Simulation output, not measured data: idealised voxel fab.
voxel ribs on slabs: a process module
In the cross-section labelled cut, the width is 180 nm and each square cell is 5 nm.
In what follows, cross-sections appear as grids of square cells, described through bands that run from the top down, where every band is one or more rows of cells.
Band: top height; bottom height; in nm. Then, left to right: material with width in nm, for each material. "full width": a single material spanning edge to edge. "empty": empty space.
Zero point of the height axis is 0; under it, received wafer = one material. Lowest band: continues down indefinitely, "0 and below".
Width: "30 to 40" (first number = top row, second number = bottom row, same change from row to row of cells).
Take "no modification" at face value: in the step it is given for, the cross-section changed in none of its cells.
For the entry "Unvented cavities", the listed items are empty spaces with no open way to the top whose size is 8 cells or more; each item follows the pattern width x height at distance, where distance is from the left edge and all three are in nm.
Past the settings on a step's line: simulator remark, on that step.
When a step includes a mask, the "overlay nm" setting on its line states how far to the right of its planned place that mask lay, and negative values state how far to the left.
**Here's what the planned process steps look like**
1) RECEIVE [material Si]
2) DIRECTIONAL_DEP [material SiO2] [thk nm 25]
3) DIRECTIONAL_DEP [material polySi] [thk nm 15]
4) MASKED_ETCH [tone cover] [mask id RIB] [width nm 20] [etch materials polySi] [depth nm 10] [overlay nm 0]
5) PATTERN [tone cover] [mask id SLAB] [material resist] [width nm 80] [thk nm 15] [overlay nm 0]
6) DIRECTIONAL_ETCH [etch materials polySi] [depth nm 5]
7) STRIP [etch materials resist]
8) FILL_DEP [material SiO2] [thk nm 20]
9) CMP [height nm 50]
10) DIRECTIONAL_DEP [material W] [thk nm 5]
11) PATTERN [tone cover] [mask id HEATER] [material resist] [width nm 30] [thk nm 20] [overlay nm 0]
12) DIRECTIONAL_ETCH [etch materials W] [depth nm 5]
13) STRIP [etch materials resist]
14) CONFORMAL_DEP [material SiN] [thk nm 10]
**Cross-section of the incoming wafer, state after step 1**
- 0 and below = Si full width
- Unvented cavities: none
**Cross-sectional image of the first of two wafers at the end of the module, the run having proceeded as planned**
- 65 down to 60 = 65 empty  50 SiN  65 empty
- 60 down to 55 = SiN full width
- 55 down to 50 = 75 SiN  30 W  75 SiN
- 50 down to 40 = SiO2 full width
- 40 down to 30 = 80 SiO2  20 polySi  80 SiO2
- 30 down to 25 = 50 SiO2  80 polySi  50 SiO2
- 25 down to 0 = SiO2 full width
- 0 and below = Si full width
- Unvented cavities: none
**Wafer two (of two), end-of-module cross-section: start = wafer one, plan = wafer one, one run mistake**
- 65 down to 60 = 65 empty  50 W  65 empty
- 60 down to 50 = W full width
- 50 down to 40 = SiO2 full width
- 40 down to 30 = 80 SiO2  20 polySi  80 SiO2
- 30 down to 25 = 50 SiO2  80 polySi  50 SiO2
- 25 down to 0 = SiO2 full width
- 0 and below = Si full width
- Unvented cavities: none
What went wrong in running the wafer? step 14 did not happen as planned, as run it was CONFORMAL_DEP [material W] [thk nm 10]
Final cells, second wafer relative to first, materials higher or lower: SiN: 76 fewer; W: 76 more
